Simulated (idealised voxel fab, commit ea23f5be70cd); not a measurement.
Herein follows the process module entitled voxel ribs on slabs.
The cross-section on display is named cut; it measures 145 nm wide, and its cells are 5 nm squares.
Format of a cross-section: grid, square cells. Given as bands. Order: top down. Band: one or more rows of cells. It is stipulated that each band's entry specify, in nanometres, the height of the top of the band and then that of its bottom, followed by the materials of the band in left-to-right sequence, each together with its width in nanometres. A single material marked by the word "all across" is understood to fill the band from edge to edge; the word "air" is understood to denote empty space. Beneath 0, the wafer as received is one material, and that level is where height counting begins. The lowest band goes on downward without a bottom; it is written like "0..down". A width given as "30->40" starts at the first number in the band's top row and ends at the second number in its bottom row, shifting by an equal amount at every step from row to row. It should be understood that the words "nothing was modified", when stated for a given step, signify that the cross-section underwent no change in any of its cells during that step. Listed in "Unvented internal voids": every empty space of 8 or more cells without an open way to the top. Form: width x height at distance, the distance being from the left edge, all in nm. If you see something after the settings on a step's line, that's the simulator's own remark about that step. A step line may carry the setting "overlay nm", which, for steps involving a mask, states the distance by which the mask lay to the right of its intended position; negative values denote displacement to the left.

**Here's what the planned process steps look like**
1: RECEIVE [material Si]
2: DIRECTIONAL_DEP [material SiO2] [thk nm 25]
3: DIRECTIONAL_DEP [material polySi] [thk nm 15]
4: DIRECTIONAL_DEP [material aC] [thk nm 15]
5: PATTERN [tone cover] [mask id RIB] [material resist] [width nm 25] [thk nm 35] [overlay nm 0]
6: DIRECTIONAL_ETCH [etch materials aC] [depth nm 15]
7: STRIP [etch materials resist]
8: DIRECTIONAL_ETCH [etch materials polySi] [depth nm 10]
9: STRIP [etch materials aC]
10: DIRECTIONAL_DEP [material aC] [thk nm 10]
11: PATTERN [tone cover] [mask id SLAB] [material resist] [width nm 85] [thk nm 25] [overlay nm 0]
12: DIRECTIONAL_ETCH [etch materials aC] [depth nm 10]
13: STRIP [etch materials resist]
14: DIRECTIONAL_ETCH [etch materials polySi] [depth nm 5]
15: STRIP [etch materials aC]
16: FILL_DEP [material SiO2] [thk nm 20]
17: CMP [height nm 50]
18: DIRECTIONAL_DEP [material W] [thk nm 10]
19: PATTERN [tone cover] [mask id HEATER] [material resist] [width nm 35] [thk nm 15] [overlay nm 0]
20: DIRECTIONAL_ETCH [etch materials W] [depth nm 10]
21: STRIP [etch materials resist]
22: CONFORMAL_DEP [material SiN] [thk nm 10]

**Cross-section: wafer on arrival = after step 1**
	0..down | Si all across
	Unvented internal voids: none

**As-planned run: cross-section of the first of two wafers at end of module**
	70..60 | 45 air, 55 SiN, 45 air
	60..50 | 55 SiN, 35 W, 55 SiN
	50..40 | SiO2 all across
	40..30 | 60 SiO2, 25 polySi, 60 SiO2
	30..25 | 30 SiO2, 85 polySi, 30 SiO2
	25..0 | SiO2 all across
	0..down | Si all across
	Unvented internal voids: none

**second wafer at the end: like start, like plan, one mistake**
	70..60 | 45 air, 55 SiN, 45 air
	60..50 | 55 SiN, 35 W, 55 SiN
	50..35 | SiO2 all across
	35..25 | 60 SiO2, 25 polySi, 60 SiO2
	25..20 | 30 SiO2, 85 polySi, 30 SiO2
	20..0 | SiO2 all across
	0..down | Si all across
	Unvented internal voids: none
Against the plan, the run slipped here: note that step 2 departed from the planned setting and was carried out as DIRECTIONAL_DEP [material SiO2] [thk nm 20]
In the final comparison it is observed that the number of cells assigned to each material is identical for the two wafers, whereas their placement is not.
